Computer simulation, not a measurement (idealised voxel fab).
process module | voxel lift off
cross-section cut | 170 nm wide | cells 5 nm
A cross-section is a grid of square cells, given in bands from the top down. A band is one or more rows of cells.
Each band's line starts with the height of the band's top and of its bottom, in nm. Then come its materials from left to right, each with its width in nm. One material with "throughout" fills the band from edge to edge. "air" is empty space.
Height 0 is the level under which the wafer as received is all one material. The lowest band goes on downwards, as in "0 down".
A width such as "30 to 40" changes by the same amount from each row of cells to the next, from the band's top row to its bottom row.
"no change" after a step means that no cell of the cross-section changed.
closed voids: empty space of 8 cells or more with no open way to the top, each as width x height at its distance from the left edge, in nm
after a step's settings: what the simulator itself notes on the step
overlay nm, on a step with a mask: how far to the right of its planned place the mask lay; to the left if negative
Each pair below shows a cross-section before one step and the cross-section after it, down to the lowest band that changed. The line under each pair gives the step between them, with its settings. The pairs can come from different runs of this module on the same starting wafer, so a pair continues from the pair above only where its "before" says so.
before
  0 down: Si throughout
  closed voids: none
after
  15 to 0: SiO2 throughout
  below 0: unchanged
  closed voids: none
the step between: op CONFORMAL_DEP | material SiO2 | thk nm 15
before: the cross-section after the pair above
after
  30 to 15: resist 15 | air 25 | resist 30 | air 25 | resist 30 | air 25 | resist 20
  below 15: unchanged
  closed voids: none
the step between: op PATTERN | tone open | mask id LINES | material resist | width nm 25 | pitch nm 55 | thk nm 15 | overlay nm 0
before: the cross-section after the pair above
after
  35 to 30: Ru 15 | air 25 | Ru 30 | air 25 | Ru 30 | air 25 | Ru 20
  30 to 20: resist 15 | air 25 | resist 30 | air 25 | resist 30 | air 25 | resist 20
  20 to 15: resist 15 | Ru 25 | resist 30 | Ru 25 | resist 30 | Ru 25 | resist 20
  below 15: unchanged
  closed voids: none
the step between: op DIRECTIONAL_DEP | material Ru | thk nm 5
before: the cross-section after the pair above
after
  20 to 15: air 15 | Ru 25 | air 30 | Ru 25 | air 30 | Ru 25 | air 20
  below 15: unchanged
  closed voids: none
the step between: op STRIP | etch materials resist
before: the cross-section after the pair above
after
  25 to 20: air 10 | SiO2 35 | air 20 | SiO2 35 | air 20 | SiO2 35 | air 15
  20 to 15: SiO2 15 | Ru 25 | SiO2 30 | Ru 25 | SiO2 30 | Ru 25 | SiO2 20
  below 15: unchanged
  closed voids: none
the step between: op CONFORMAL_DEP | material SiO2 | thk nm 5
before
  30 to 15: resist 15 | air 25 | resist 30 | air 25 | resist 30 | air 25 | resist 20
  15 to 0: SiO2 throughout
  0 down: Si throughout
  closed voids: none
after
  15 to 0: SiO2 throughout
  below 0: unchanged
  closed voids: none
the step between: op STRIP | etch materials resist
before: the cross-section after the pair above
after
  20 to 0: SiO2 throughout
  below 0: unchanged
  closed voids: none
the step between: op CONFORMAL_DEP | material SiO2 | thk nm 5
before
  15 to 0: SiO2 throughout
  0 down: Si throughout
  closed voids: none
after
  30 to 0: SiO2 throughout
  below 0: unchanged
  closed voids: none
the step between: op CONFORMAL_DEP | material SiO2 | thk nm 15
before: the cross-section after the pair above
after
  45 to 30: resist 15 | air 25 | resist 30 | air 25 | resist 30 | air 25 | resist 20
  below 30: unchanged
  closed voids: none
the step between: op PATTERN | tone open | mask id LINES | material resist | width nm 25 | pitch nm 55 | thk nm 15 | overlay nm 0
before: the cross-section after the pair above
after
  50 to 45: Ru 15 | air 25 | Ru 30 | air 25 | Ru 30 | air 25 | Ru 20
  45 to 35: resist 15 | air 25 | resist 30 | air 25 | resist 30 | air 25 | resist 20
  35 to 30: resist 15 | Ru 25 | resist 30 | Ru 25 | resist 30 | Ru 25 | resist 20
  below 30: unchanged
  closed voids: none
the step between: op DIRECTIONAL_DEP | material Ru | thk nm 5
before: the cross-section after the pair above
after
  35 to 30: air 15 | Ru 25 | air 30 | Ru 25 | air 30 | Ru 25 | air 20
  below 30: unchanged
  closed voids: none
the step between: op STRIP | etch materials resist
before: the cross-section after the pair above
after
  40 to 35: air 10 | SiO2 35 | air 20 | SiO2 35 | air 20 | SiO2 35 | air 15
  35 to 30: SiO2 15 | Ru 25 | SiO2 30 | Ru 25 | SiO2 30 | Ru 25 | SiO2 20
  below 30: unchanged
  closed voids: none
the step between: op CONFORMAL_DEP | material SiO2 | thk nm 5
before
  0 down: Si throughout
  closed voids: none
after
  20 to 0: SiO2 throughout
  below 0: unchanged
  closed voids: none
the step between: op CONFORMAL_DEP | material SiO2 | thk nm 20
before: the cross-section after the pair above
after
  35 to 20: resist 15 | air 25 | resist 30 | air 25 | resist 30 | air 25 | resist 20
  below 20: unchanged
  closed voids: none
the step between: op PATTERN | tone open | mask id LINES | material resist | width nm 25 | pitch nm 55 | thk nm 15 | overlay nm 0
before: the cross-section after the pair above
after
  40 to 35: Ru 15 | air 25 | Ru 30 | air 25 | Ru 30 | air 25 | Ru 20
  35 to 25: resist 15 | air 25 | resist 30 | air 25 | resist 30 | air 25 | resist 20
  25 to 20: resist 15 | Ru 25 | resist 30 | Ru 25 | resist 30 | Ru 25 | resist 20
  below 20: unchanged
  closed voids: none
the step between: op DIRECTIONAL_DEP | material Ru | thk nm 5
before: the cross-section after the pair above
after
  25 to 20: air 15 | Ru 25 | air 30 | Ru 25 | air 30 | Ru 25 | air 20
  below 20: unchanged
  closed voids: none
the step between: op STRIP | etch materials resist
before: the cross-section after the pair above
after
  30 to 25: air 10 | SiO2 35 | air 20 | SiO2 35 | air 20 | SiO2 35 | air 15
  25 to 20: SiO2 15 | Ru 25 | SiO2 30 | Ru 25 | SiO2 30 | Ru 25 | SiO2 20
  below 20: unchanged
  closed voids: none
the step between: op CONFORMAL_DEP | material SiO2 | thk nm 5
before
  15 to 0: SiO2 throughout
  0 down: Si throughout
  closed voids: none
after
  30 to 15: resist 15 | air 30 | resist 25 | air 30 | resist 25 | air 30 | resist 15
  below 15: unchanged
  closed voids: none
the step between: op PATTERN | tone open | mask id LINES | material resist | width nm 30 | pitch nm 55 | thk nm 15 | overlay nm 0
before: the cross-section after the pair above
after
  35 to 30: Ru 15 | air 30 | Ru 25 | air 30 | Ru 25 | air 30 | Ru 15
  30 to 20: resist 15 | air 30 | resist 25 | air 30 | resist 25 | air 30 | resist 15
  20 to 15: resist 15 | Ru 30 | resist 25 | Ru 30 | resist 25 | Ru 30 | resist 15
  below 15: unchanged
  closed voids: none
the step between: op DIRECTIONAL_DEP | material Ru | thk nm 5
before: the cross-section after the pair above
after
  20 to 15: air 15 | Ru 30 | air 25 | Ru 30 | air 25 | Ru 30 | air 15
  below 15: unchanged
  closed voids: none
the step between: op STRIP | etch materials resist
before: the cross-section after the pair above
after
  25 to 20: air 10 | SiO2 40 | air 15 | SiO2 40 | air 15 | SiO2 40 | air 10
  20 to 15: SiO2 15 | Ru 30 | SiO2 25 | Ru 30 | SiO2 25 | Ru 30 | SiO2 15
  below 15: unchanged
  closed voids: none
the step between: op CONFORMAL_DEP | material SiO2 | thk nm 5
before
  15 to 0: SiO2 throughout
  0 down: Si throughout
  closed voids: none
after
  30 to 15: resist 20 | air 25 | resist 30 | air 25 | resist 30 | air 25 | resist 15
  below 15: unchanged
  closed voids: none
the step between: op PATTERN | tone open | mask id LINES | material resist | width nm 25 | pitch nm 55 | thk nm 15 | overlay nm 5
before: the cross-section after the pair above
after
  35 to 30: Ru 20 | air 25 | Ru 30 | air 25 | Ru 30 | air 25 | Ru 15
  30 to 20: resist 20 | air 25 | resist 30 | air 25 | resist 30 | air 25 | resist 15
  20 to 15: resist 20 | Ru 25 | resist 30 | Ru 25 | resist 30 | Ru 25 | resist 15
  below 15: unchanged
  closed voids: none
the step between: op DIRECTIONAL_DEP | material Ru | thk nm 5
before: the cross-section after the pair above
after
  20 to 15: air 20 | Ru 25 | air 30 | Ru 25 | air 30 | Ru 25 | air 15
  below 15: unchanged
  closed voids: none
the step between: op STRIP | etch materials resist
before: the cross-section after the pair above
after
  25 to 20: air 15 | SiO2 35 | air 20 | SiO2 35 | air 20 | SiO2 35 | air 10
  20 to 15: SiO2 20 | Ru 25 | SiO2 30 | Ru 25 | SiO2 30 | Ru 25 | SiO2 15
  below 15: unchanged
  closed voids: none
the step between: op CONFORMAL_DEP | material SiO2 | thk nm 5
before
  20 to 15: air 15 | Ru 25 | air 30 | Ru 25 | air 30 | Ru 25 | air 20
  15 to 0: SiO2 throughout
  0 down: Si throughout
  closed voids: none
after
  25 to 20: air 10 | Ru 35 | air 20 | Ru 35 | air 20 | Ru 35 | air 15
  20 to 15: Ru throughout
  below 15: unchanged
  closed voids: none
the step between: op CONFORMAL_DEP | material Ru | thk nm 5
before
  15 to 0: SiO2 throughout
  0 down: Si throughout
  closed voids: none
after
  30 to 15: air 15 | resist 25 | air 30 | resist 25 | air 30 | resist 25 | air 20
  below 15: unchanged
  closed voids: none
the step between: op PATTERN | tone cover | mask id LINES | material resist | width nm 25 | pitch nm 55 | thk nm 15 | overlay nm 0
before: the cross-section after the pair above
after
  35 to 30: air 15 | Ru 25 | air 30 | Ru 25 | air 30 | Ru 25 | air 20
  30 to 20: air 15 | resist 25 | air 30 | resist 25 | air 30 | resist 25 | air 20
  20 to 15: Ru 15 | resist 25 | Ru 30 | resist 25 | Ru 30 | resist 25 | Ru 20
  below 15: unchanged
  closed voids: none
the step between: op DIRECTIONAL_DEP | material Ru | thk nm 5
before: the cross-section after the pair above
after
  20 to 15: Ru 15 | air 25 | Ru 30 | air 25 | Ru 30 | air 25 | Ru 20
  below 15: unchanged
  closed voids: none
the step between: op STRIP | etch materials resist
before: the cross-section after the pair above
after
  25 to 20: SiO2 20 | air 15 | SiO2 40 | air 15 | SiO2 40 | air 15 | SiO2 25
  20 to 15: Ru 15 | SiO2 25 | Ru 30 | SiO2 25 | Ru 30 | SiO2 25 | Ru 20
  below 15: unchanged
  closed voids: none
the step between: op CONFORMAL_DEP | material SiO2 | thk nm 5
